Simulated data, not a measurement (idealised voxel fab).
The process module that follows is named voxel self aligned contacts.
Shown is cross-section cut, with a width of 235 nm and square cells of size 5 nm.
Cross-section, as written here: a square-cell grid given band by band from the top down, where a band holds one or more rows of cells. What a band's entry tells you: where the top is and where the bottom is, as heights in nm, and after that what lies inside, material by material from left to right, each with its width in nm. Empty space is written as the word "blank", and a single material marked with the word "all across" occupies the band from edge to edge. Where do heights start? At 0: under that level the wafer as delivered is made of one material only. And the lowest band has no floor; it just carries on downward, as in "0 -> down". Width spec "30..40" -> top row of cells at first value, bottom row at second value, equal per-row change in between. Given "remained the same" for a step, no cell of the cross-section differs between before and after that step. Look at "Closed void list" for the closed voids: empty spaces with no open path to the top, sized 8 cells or up. Each is width x height at distance, distance from the left edge, all nm. Past the settings on a step's line: simulator remark, on that step. When a step includes a mask, the "overlay nm" setting on its line states how far to the right of its planned place that mask lay, and negative values state how far to the left.
**The following list gives the planned process steps**
1) RECEIVE [material Si]
2) CONFORMAL_DEP [material SiO2] [thk nm 5]
3) DIRECTIONAL_DEP [material polySi] [thk nm 30]
4) DIRECTIONAL_DEP [material SiN] [thk nm 20]
5) DIRECTIONAL_DEP [material aC] [thk nm 15]
6) PATTERN [tone cover] [mask id GATE] [material resist] [width nm 25] [pitch nm 60] [thk nm 30] [overlay nm 0]
7) DIRECTIONAL_ETCH [etch materials aC] [depth nm 15]
8) STRIP [etch materials resist]
9) DIRECTIONAL_ETCH [etch materials SiN] [depth nm 20]
10) DIRECTIONAL_ETCH [etch materials polySi] [depth nm 30]
11) STRIP [etch materials aC]
12) CONFORMAL_DEP [material SiN] [thk nm 10]
13) DIRECTIONAL_ETCH [etch materials SiN] [depth nm 10]
14) FILL_DEP [material SiO2] [thk nm 15]
15) CMP [height nm 65]
16) MASKED_ETCH [tone open] [mask id CONTACT] [width nm 45] [pitch nm 60] [etch materials SiO2] [depth nm 65] [overlay nm 0]
17) CONFORMAL_DEP [material TiN] [thk nm 5]
18) FILL_DEP [material W] [thk nm 5]
19) CMP [height nm 65]
20) CONFORMAL_DEP [material SiN] [thk nm 5]
**first wafer, as planned**
**Incoming wafer, cross-sectional view, post step 1**
	0 -> down: Si all across
	Closed void list: none
**How the wafer stands in section after step 2**
	5 -> 0: SiO2 all across
	Lower than 0, everything is as it was.
**How the wafer stands in section after step 3**
	35 -> 5: polySi all across
	Lower than 5, everything is as it was.
**How the wafer stands in section after step 4**
	55 -> 35: SiN all across
	Lower than 35, everything is as it was.
**How the wafer stands in section after step 5**
	70 -> 55: aC all across
	Lower than 55, everything is as it was.
**How the wafer stands in section after step 6**
	100 -> 70: blank=45, then resist=25, then blank=35, then resist=25, then blank=35, then resist=25, then blank=45
	Lower than 70, everything is as it was.
**How the wafer stands in section after step 7**
	85 -> 70: blank=45, then resist=25, then blank=35, then resist=25, then blank=35, then resist=25, then blank=45
	70 -> 55: blank=45, then aC=25, then blank=35, then aC=25, then blank=35, then aC=25, then blank=45
	Lower than 55, everything is as it was.
**How the wafer stands in section after step 8**
	70 -> 55: blank=45, then aC=25, then blank=35, then aC=25, then blank=35, then aC=25, then blank=45
	Lower than 55, everything is as it was.
**How the wafer stands in section after step 9**
	70 -> 55: blank=45, then aC=25, then blank=35, then aC=25, then blank=35, then aC=25, then blank=45
	55 -> 35: blank=45, then SiN=25, then blank=35, then SiN=25, then blank=35, then SiN=25, then blank=45
	Lower than 35, everything is as it was.
**How the wafer stands in section after step 10**
	70 -> 55: blank=45, then aC=25, then blank=35, then aC=25, then blank=35, then aC=25, then blank=45
	55 -> 35: blank=45, then SiN=25, then blank=35, then SiN=25, then blank=35, then SiN=25, then blank=45
	35 -> 5: blank=45, then polySi=25, then blank=35, then polySi=25, then blank=35, then polySi=25, then blank=45
	Lower than 5, everything is as it was.
**How the wafer stands in section after step 11**
	55 -> 35: blank=45, then SiN=25, then blank=35, then SiN=25, then blank=35, then SiN=25, then blank=45
	Lower than 35, everything is as it was.
**How the wafer stands in section after step 12**
	65 -> 35: blank=35, then SiN=45, then blank=15, then SiN=45, then blank=15, then SiN=45, then blank=35
	35 -> 15: blank=35, then SiN=10, then polySi=25, then SiN=10, then blank=15, then SiN=10, then polySi=25, then SiN=10, then blank=15, then SiN=10, then polySi=25, then SiN=10, then blank=35
	15 -> 5: SiN=45, then polySi=25, then SiN=35, then polySi=25, then SiN=35, then polySi=25, then SiN=45
	Lower than 5, everything is as it was.
**How the wafer stands in section after step 13**
	55 -> 35: blank=35, then SiN=45, then blank=15, then SiN=45, then blank=15, then SiN=45, then blank=35
	35 -> 5: blank=35, then SiN=10, then polySi=25, then SiN=10, then blank=15, then SiN=10, then polySi=25, then SiN=10, then blank=15, then SiN=10, then polySi=25, then SiN=10, then blank=35
	Lower than 5, everything is as it was.
**How the wafer stands in section after step 14**
	70 -> 55: SiO2 all across
	55 -> 35: SiO2=35, then SiN=45, then SiO2=15, then SiN=45, then SiO2=15, then SiN=45, then SiO2=35
	35 -> 5: SiO2=35, then SiN=10, then polySi=25, then SiN=10, then SiO2=15, then SiN=10, then polySi=25, then SiN=10, then SiO2=15, then SiN=10, then polySi=25, then SiN=10, then SiO2=35
	Lower than 5, everything is as it was.
**How the wafer stands in section after step 15**
	65 -> 55: SiO2 all across
	Lower than 55, everything is as it was.
**How the wafer stands in section after step 16**
	65 -> 55: SiO2=65, then blank=45, then SiO2=15, then blank=45, then SiO2=65
	55 -> 35: SiO2=35, then SiN=45, then blank=15, then SiN=45, then blank=15, then SiN=45, then SiO2=35
	35 -> 5: SiO2=35, then SiN=10, then polySi=25, then SiN=10, then blank=15, then SiN=10, then polySi=25, then SiN=10, then blank=15, then SiN=10, then polySi=25, then SiN=10, then SiO2=35
	5 -> 0: SiO2=80, then blank=15, then SiO2=45, then blank=15, then SiO2=80
	Lower than 0, everything is as it was.
**How the wafer stands in section after step 17**
	70 -> 65: TiN=70, then blank=35, then TiN=25, then blank=35, then TiN=70
	65 -> 55: SiO2=65, then TiN=5..20, then blank=35..5, then TiN=5..20, then SiO2=15, then TiN=5..20, then blank=35..5, then TiN=5..20, then SiO2=65
	55 -> 35: SiO2=35, then SiN=45, then TiN=5, then blank=5, then TiN=5, then SiN=45, then TiN=5, then blank=5, then TiN=5, then SiN=45, then SiO2=35
	35 -> 5: SiO2=35, then SiN=10, then polySi=25, then SiN=10, then TiN=5, then blank=5, then TiN=5, then SiN=10, then polySi=25, then SiN=10, then TiN=5, then blank=5, then TiN=5, then SiN=10, then polySi=25, then SiN=10, then SiO2=35
	5 -> 0: SiO2=80, then TiN=15, then SiO2=45, then TiN=15, then SiO2=80
	Lower than 0, everything is as it was.
**How the wafer stands in section after step 18**
	75 -> 70: W all across
	70 -> 65: TiN=70, then W=35, then TiN=25, then W=35, then TiN=70
	65 -> 55: SiO2=65, then TiN=5..20, then W=35..5, then TiN=5..20, then SiO2=15, then TiN=5..20, then W=35..5, then TiN=5..20, then SiO2=65
	55 -> 35: SiO2=35, then SiN=45, then TiN=5, then W=5, then TiN=5, then SiN=45, then TiN=5, then W=5, then TiN=5, then SiN=45, then SiO2=35
	35 -> 5: SiO2=35, then SiN=10, then polySi=25, then SiN=10, then TiN=5, then W=5, then TiN=5, then SiN=10, then polySi=25, then SiN=10, then TiN=5, then W=5, then TiN=5, then SiN=10, then polySi=25, then SiN=10, then SiO2=35
	Lower than 5, everything is as it was.
**How the wafer stands in section after step 19**
	65 -> 55: SiO2=65, then TiN=5..20, then W=35..5, then TiN=5..20, then SiO2=15, then TiN=5..20, then W=35..5, then TiN=5..20, then SiO2=65
	Lower than 55, everything is as it was.
**How the wafer stands in section after step 20**
	70 -> 65: SiN all across
	Lower than 65, everything is as it was.
**Wafer two of two - same starting point, same process plan, one mistake in execution; matches wafer one up to and including step 17**
**Second wafer shown in cross-section at the time step 18 was slated to end**
	75 -> 70: SiN all across
	70 -> 65: TiN=70, then SiN=35, then TiN=25, then SiN=35, then TiN=70
	65 -> 55: SiO2=65, then TiN=5..20, then SiN=35..5, then TiN=5..20, then SiO2=15, then TiN=5..20, then SiN=35..5, then TiN=5..20, then SiO2=65
	55 -> 35: SiO2=35, then SiN=45, then TiN=5, then SiN=5, then TiN=5, then SiN=45, then TiN=5, then SiN=5, then TiN=5, then SiN=45, then SiO2=35
	35 -> 5: SiO2=35, then SiN=10, then polySi=25, then SiN=10, then TiN=5, then SiN=5, then TiN=5, then SiN=10, then polySi=25, then SiN=10, then TiN=5, then SiN=5, then TiN=5, then SiN=10, then polySi=25, then SiN=10, then SiO2=35
	Lower than 5, everything is as it was.
**Second wafer shown in cross-section at the time step 19 was slated to end**
	65 -> 55: SiO2=65, then TiN=5..20, then SiN=35..5, then TiN=5..20, then SiO2=15, then TiN=5..20, then SiN=35..5, then TiN=5..20, then SiO2=65
	Lower than 55, everything is as it was.
**Second wafer shown in cross-section at the time step 20 was slated to end**
	70 -> 65: SiN all across
	Lower than 65, everything is as it was.
Run error: heads up, step 18 didn't go per plan, it actually ran as FILL_DEP [material SiN] [thk nm 5]
Final cells, second wafer relative to first, materials higher or lower: 36 more of SiN; 36 fewer of W
